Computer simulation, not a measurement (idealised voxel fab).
Herein follows the process module entitled voxel released beams.
Square cell edge 5 nm, section width 190 nm, ID cut.
Bands, listed from the top down, are how a cross-section gets written in this document; the cross-section itself is a grid of square cells, and a band is one or more rows of them.
The entry gives the band's vertical extent as a top height and a bottom height in nm, then its horizontal make-up as materials from left to right, each with a width in nm. "blank" stands for empty space; a single material marked "full width" fills the band edge to edge.
We count height from 0. Below that, the starting wafer is all one material. The lowest band never ends at the bottom but goes on down; see "z 0 and below" for how that is written.
Think of "30..40" as a width that walks from the first number to the second as you go down the band, top row to bottom row, taking equal-sized steps from row to row.
Basically "no modification" means that step didn't change any cell in the cross-section.
Basically, "Sealed voids" tells you about the enclosed voids: empty spaces with no open way to the top, 8 cells or bigger, each written width x height at distance, where distance is from the left edge, all in nm.
Note: text after step settings on the step line = simulator remark on that step.
The setting "overlay nm" may be written on the line of a step. When the step uses a mask, the value reports how far to the right of the planned place the mask lay, and a negative value reports that it lay to the left.
## Planned step list for the process
| 1 | RECEIVE (material Si) |
| 2 | CONFORMAL_DEP (material Al2O3; thk nm 5) |
| 3 | DIRECTIONAL_DEP (material SiO2; thk nm 20) |
| 4 | MASKED_ETCH (tone open; mask id ANCHOR; width nm 35; etch materials SiO2; depth nm 20; overlay nm 0) |
| 5 | CONFORMAL_DEP (material W; thk nm 15) |
| 6 | MASKED_ETCH (tone cover; mask id BEAM; width nm 90; etch materials W; depth nm 15; overlay nm 0) |
| 7 | STRIP (etch materials SiO2) |
## Concerning the first of two wafers, which was run in accordance with the plan
## Wafer as received: cross-section following step 1
z 0 and below  Si full width
Sealed voids: none
## Wafer section view after processing step 2
z 5 to 0  Al2O3 full width
below 0: unchanged
## Wafer section view after processing step 3
z 25 to 5  SiO2 full width
below 5: unchanged
## Wafer section view after processing step 4
z 25 to 5  SiO2 50 nm | blank 35 nm | SiO2 105 nm
below 5: unchanged
## Wafer section view after processing step 5
z 40 to 25  W 65 nm | blank 5 nm | W 120 nm
z 25 to 20  SiO2 50 nm | W 15 nm | blank 5 nm | W 15 nm | SiO2 105 nm
z 20 to 5  SiO2 50 nm | W 35 nm | SiO2 105 nm
below 5: unchanged
## Wafer section view after processing step 6
z 40 to 25  blank 45 nm | W 20 nm | blank 5 nm | W 65 nm | blank 55 nm
below 25: unchanged
## Wafer section view after processing step 7
z 40 to 25  blank 45 nm | W 20 nm | blank 5 nm | W 65 nm | blank 55 nm
z 25 to 20  blank 50 nm | W 15 nm | blank 5 nm | W 15 nm | blank 105 nm
z 20 to 5  blank 50 nm | W 35 nm | blank 105 nm
below 5: unchanged
## second wafer: like start, like plan, one mistake. Through step 5 it matches the first wafer
## Second wafer: cross-section at the scheduled end of step 6
z 40 to 25  blank 35 nm | W 30 nm | blank 5 nm | W 55 nm | blank 65 nm
below 25: unchanged
## Second wafer: cross-section at the scheduled end of step 7
z 40 to 25  blank 35 nm | W 30 nm | blank 5 nm | W 55 nm | blank 65 nm
z 25 to 20  blank 50 nm | W 15 nm | blank 5 nm | W 15 nm | blank 105 nm
z 20 to 5  blank 50 nm | W 35 nm | blank 105 nm
below 5: unchanged
What broke from the plan during processing? step 6, actual vs plan mismatch, actual run MASKED_ETCH (tone cover; mask id BEAM; width nm 90; etch materials W; depth nm 15; overlay nm -10)
When the process is done, the second wafer contains the same cell count of every material as the first wafer, but distributed over other locations.
